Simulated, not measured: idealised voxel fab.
You're looking at the process module voxel air gaps.
Cross-section cut: width 295 nm, square cells of 5 nm.
When this document writes out a cross-section, it uses a grid of square cells and lists it as bands, beginning at the top and moving down, with a band standing for one or more rows of cells. The band entry comprises the height of the band's top followed by the height of its bottom, expressed in nm, and subsequently the band's materials from left to right, each stated together with its width in nm. Where a single material is marked with the word "all across", that material fills the band from edge to edge. The word "blank" represents empty space. Height 0 is the level under which the wafer as received is all one material. The lowest band goes on downwards, as in "top 0, no bottom". Width: "30 to 40" (first number = top row, second number = bottom row, same change from row to row of cells). "no alterations made" means the step left every cell of the cross-section as it was. So "Closed empty spaces" is basically the list of trapped voids: any empty space of 8 cells or more that can't reach the top through an opening. They're written width x height at distance, the distance being from the left edge, and it's all nm. Past the settings on a step's line: simulator remark, on that step. A step line may carry the setting "overlay nm", which, for steps involving a mask, states the distance by which the mask lay to the right of its intended position; negative values denote displacement to the left.

# plan
step 1: RECEIVE (material Si)
step 2: CONFORMAL_DEP (material SiO2; thk nm 15)
step 3: CONFORMAL_DEP (material SiCN; thk nm 5)
step 4: DIRECTIONAL_DEP (material SiO2; thk nm 40)
step 5: DIRECTIONAL_DEP (material aC; thk nm 10)
step 6: PATTERN (tone open; mask id LINES; material resist; width nm 15; pitch nm 45; thk nm 30; overlay nm 0)
step 7: DIRECTIONAL_ETCH (etch materials aC; depth nm 10)
step 8: STRIP (etch materials resist)
step 9: DIRECTIONAL_ETCH (etch materials SiO2; depth nm 40)
step 10: STRIP (etch materials aC)
step 11: CONFORMAL_DEP (material TiN; thk nm 5)
step 12: FILL_DEP (material W; thk nm 5)
step 13: CMP (height nm 60)
step 14: EPI (material Ru; thk nm 10)
step 15: SELECTIVE_ETCH (etch materials SiO2; depth nm 50)
step 16: CONFORMAL_DEP (material SiCN; thk nm 5)

# The first wafer of two, processed as planned

# Cross-section, incoming material, after step 1
- top 0, no bottom: Si all across
- Closed empty spaces: none

# Step 2 complete: cross-section through the wafer
- top 15, bottom 0: SiO2 all across
- Below 0 it's all the same as before, nothing changed down there.

# Step 3 complete: cross-section through the wafer
- top 20, bottom 15: SiCN all across
- Below 15 it's all the same as before, nothing changed down there.

# Step 4 complete: cross-section through the wafer
- top 60, bottom 20: SiO2 all across
- Below 20 it's all the same as before, nothing changed down there.

# Step 5 complete: cross-section through the wafer
- top 70, bottom 60: aC all across
- Below 60 it's all the same as before, nothing changed down there.

# Step 6 complete: cross-section through the wafer
- top 100, bottom 70: resist=95, then blank=15, then resist=30, then blank=15, then resist=30, then blank=15, then resist=95
- Below 70 it's all the same as before, nothing changed down there.

# Step 7 complete: cross-section through the wafer
- top 90, bottom 70: resist=95, then blank=15, then resist=30, then blank=15, then resist=30, then blank=15, then resist=95
- top 70, bottom 60: aC=95, then blank=15, then aC=30, then blank=15, then aC=30, then blank=15, then aC=95
- Below 60 it's all the same as before, nothing changed down there.

# Step 8 complete: cross-section through the wafer
- top 70, bottom 60: aC=95, then blank=15, then aC=30, then blank=15, then aC=30, then blank=15, then aC=95
- Below 60 it's all the same as before, nothing changed down there.

# Step 9 complete: cross-section through the wafer
- top 70, bottom 60: aC=95, then blank=15, then aC=30, then blank=15, then aC=30, then blank=15, then aC=95
- top 60, bottom 20: SiO2=95, then blank=15, then SiO2=30, then blank=15, then SiO2=30, then blank=15, then SiO2=95
- Below 20 it's all the same as before, nothing changed down there.

# Step 10 complete: cross-section through the wafer
- top 60, bottom 20: SiO2=95, then blank=15, then SiO2=30, then blank=15, then SiO2=30, then blank=15, then SiO2=95
- Below 20 it's all the same as before, nothing changed down there.

# Step 11 complete: cross-section through the wafer
- top 65, bottom 60: TiN=100, then blank=5, then TiN=40, then blank=5, then TiN=40, then blank=5, then TiN=100
- top 60, bottom 25: SiO2=95, then TiN=5, then blank=5, then TiN=5, then SiO2=30, then TiN=5, then blank=5, then TiN=5, then SiO2=30, then TiN=5, then blank=5, then TiN=5, then SiO2=95
- top 25, bottom 20: SiO2=95, then TiN=15, then SiO2=30, then TiN=15, then SiO2=30, then TiN=15, then SiO2=95
- Below 20 it's all the same as before, nothing changed down there.

# Step 12 complete: cross-section through the wafer
- top 70, bottom 65: W all across
- top 65, bottom 60: TiN=100, then W=5, then TiN=40, then W=5, then TiN=40, then W=5, then TiN=100
- top 60, bottom 25: SiO2=95, then TiN=5, then W=5, then TiN=5, then SiO2=30, then TiN=5, then W=5, then TiN=5, then SiO2=30, then TiN=5, then W=5, then TiN=5, then SiO2=95
- Below 25 it's all the same as before, nothing changed down there.

# Step 13 complete: cross-section through the wafer
- top 60, bottom 25: SiO2=95, then TiN=5, then W=5, then TiN=5, then SiO2=30, then TiN=5, then W=5, then TiN=5, then SiO2=30, then TiN=5, then W=5, then TiN=5, then SiO2=95
- Below 25 it's all the same as before, nothing changed down there.

# Step 14 complete: cross-section through the wafer
- top 70, bottom 60: blank=85, then Ru=35, then blank=10, then Ru=35, then blank=10, then Ru=35, then blank=85
- Below 60 it's all the same as before, nothing changed down there.

# Step 15 complete: cross-section through the wafer
- top 70, bottom 60: blank=85, then Ru=35, then blank=10, then Ru=35, then blank=10, then Ru=35, then blank=85
- top 60, bottom 25: blank=95, then TiN=5, then W=5, then TiN=5, then blank=30, then TiN=5, then W=5, then TiN=5, then blank=30, then TiN=5, then W=5, then TiN=5, then blank=95
- top 25, bottom 20: blank=95, then TiN=15, then blank=30, then TiN=15, then blank=30, then TiN=15, then blank=95
- Below 20 it's all the same as before, nothing changed down there.

# Step 16 complete: cross-section through the wafer
- top 75, bottom 70: blank=80, then SiCN=135, then blank=80
- top 70, bottom 60: blank=80, then SiCN=5, then Ru=35, then SiCN=10, then Ru=35, then SiCN=10, then Ru=35, then SiCN=5, then blank=80
- top 60, bottom 55: blank=80, then SiCN=15, then TiN=5, then W=5, then TiN=5, then SiCN=30, then TiN=5, then W=5, then TiN=5, then SiCN=30, then TiN=5, then W=5, then TiN=5, then SiCN=15, then blank=80
- top 55, bottom 25: blank=90, then SiCN=5, then TiN=5, then W=5, then TiN=5, then SiCN=5, then blank=20, then SiCN=5, then TiN=5, then W=5, then TiN=5, then SiCN=5, then blank=20, then SiCN=5, then TiN=5, then W=5, then TiN=5, then SiCN=5, then blank=90
- top 25, bottom 20: SiCN=95, then TiN=15, then SiCN=30, then TiN=15, then SiCN=30, then TiN=15, then SiCN=95
- Below 20 it's all the same as before, nothing changed down there.
- Closed empty spaces: 20 x 30 at 115; 20 x 30 at 160

# Second wafer, same starting state and plan as the first, one mistake in the run, identical through step 5

# What the second wafer looks like in cross-section when step 6 should have wrapped up
- top 100, bottom 70: resist=85, then blank=15, then resist=30, then blank=15, then resist=30, then blank=15, then resist=105
- Below 70 it's all the same as before, nothing changed down there.

# What the second wafer looks like in cross-section when step 7 should have wrapped up
- top 90, bottom 70: resist=85, then blank=15, then resist=30, then blank=15, then resist=30, then blank=15, then resist=105
- top 70, bottom 60: aC=85, then blank=15, then aC=30, then blank=15, then aC=30, then blank=15, then aC=105
- Below 60 it's all the same as before, nothing changed down there.

# What the second wafer looks like in cross-section when step 8 should have wrapped up
- top 70, bottom 60: aC=85, then blank=15, then aC=30, then blank=15, then aC=30, then blank=15, then aC=105
- Below 60 it's all the same as before, nothing changed down there.

# What the second wafer looks like in cross-section when step 9 should have wrapped up
- top 70, bottom 60: aC=85, then blank=15, then aC=30, then blank=15, then aC=30, then blank=15, then aC=105
- top 60, bottom 20: SiO2=85, then blank=15, then SiO2=30, then blank=15, then SiO2=30, then blank=15, then SiO2=105
- Below 20 it's all the same as before, nothing changed down there.

# What the second wafer looks like in cross-section when step 10 should have wrapped up
- top 60, bottom 20: SiO2=85, then blank=15, then SiO2=30, then blank=15, then SiO2=30, then blank=15, then SiO2=105
- Below 20 it's all the same as before, nothing changed down there.

# What the second wafer looks like in cross-section when step 11 should have wrapped up
- top 65, bottom 60: TiN=90, then blank=5, then TiN=40, then blank=5, then TiN=40, then blank=5, then TiN=110
- top 60, bottom 25: SiO2=85, then TiN=5, then blank=5, then TiN=5, then SiO2=30, then TiN=5, then blank=5, then TiN=5, then SiO2=30, then TiN=5, then blank=5, then TiN=5, then SiO2=105
- top 25, bottom 20: SiO2=85, then TiN=15, then SiO2=30, then TiN=15, then SiO2=30, then TiN=15, then SiO2=105
- Below 20 it's all the same as before, nothing changed down there.

# What the second wafer looks like in cross-section when step 12 should have wrapped up
- top 70, bottom 65: W all across
- top 65, bottom 60: TiN=90, then W=5, then TiN=40, then W=5, then TiN=40, then W=5, then TiN=110
- top 60, bottom 25: SiO2=85, then TiN=5, then W=5, then TiN=5, then SiO2=30, then TiN=5, then W=5, then TiN=5, then SiO2=30, then TiN=5, then W=5, then TiN=5, then SiO2=105
- Below 25 it's all the same as before, nothing changed down there.

# What the second wafer looks like in cross-section when step 13 should have wrapped up
- top 60, bottom 25: SiO2=85, then TiN=5, then W=5, then TiN=5, then SiO2=30, then TiN=5, then W=5, then TiN=5, then SiO2=30, then TiN=5, then W=5, then TiN=5, then SiO2=105
- Below 25 it's all the same as before, nothing changed down there.

# What the second wafer looks like in cross-section when step 14 should have wrapped up
- top 70, bottom 60: blank=75, then Ru=35, then blank=10, then Ru=35, then blank=10, then Ru=35, then blank=95
- Below 60 it's all the same as before, nothing changed down there.

# What the second wafer looks like in cross-section when step 15 should have wrapped up
- top 70, bottom 60: blank=75, then Ru=35, then blank=10, then Ru=35, then blank=10, then Ru=35, then blank=95
- top 60, bottom 25: blank=85, then TiN=5, then W=5, then TiN=5, then blank=30, then TiN=5, then W=5, then TiN=5, then blank=30, then TiN=5, then W=5, then TiN=5, then blank=105
- top 25, bottom 20: blank=85, then TiN=15, then blank=30, then TiN=15, then blank=30, then TiN=15, then blank=105
- Below 20 it's all the same as before, nothing changed down there.

# What the second wafer looks like in cross-section when step 16 should have wrapped up
- top 75, bottom 70: blank=70, then SiCN=135, then blank=90
- top 70, bottom 60: blank=70, then SiCN=5, then Ru=35, then SiCN=10, then Ru=35, then SiCN=10, then Ru=35, then SiCN=5, then blank=90
- top 60, bottom 55: blank=70, then SiCN=15, then TiN=5, then W=5, then TiN=5, then SiCN=30, then TiN=5, then W=5, then TiN=5, then SiCN=30, then TiN=5, then W=5, then TiN=5, then SiCN=15, then blank=90
- top 55, bottom 25: blank=80, then SiCN=5, then TiN=5, then W=5, then TiN=5, then SiCN=5, then blank=20, then SiCN=5, then TiN=5, then W=5, then TiN=5, then SiCN=5, then blank=20, then SiCN=5, then TiN=5, then W=5, then TiN=5, then SiCN=5, then blank=100
- top 25, bottom 20: SiCN=85, then TiN=15, then SiCN=30, then TiN=15, then SiCN=30, then TiN=15, then SiCN=105
- Below 20 it's all the same as before, nothing changed down there.
- Closed empty spaces: 20 x 30 at 105; 20 x 30 at 150
what went wrong: in deviation from the planned setting, step 6 was conducted as PATTERN (tone open; mask id LINES; material resist; width nm 15; pitch nm 45; thk nm 30; overlay nm -10)
Upon completion, the cell count for each material on the second wafer equals that on the first, whereas the spatial distribution of those cells differs.
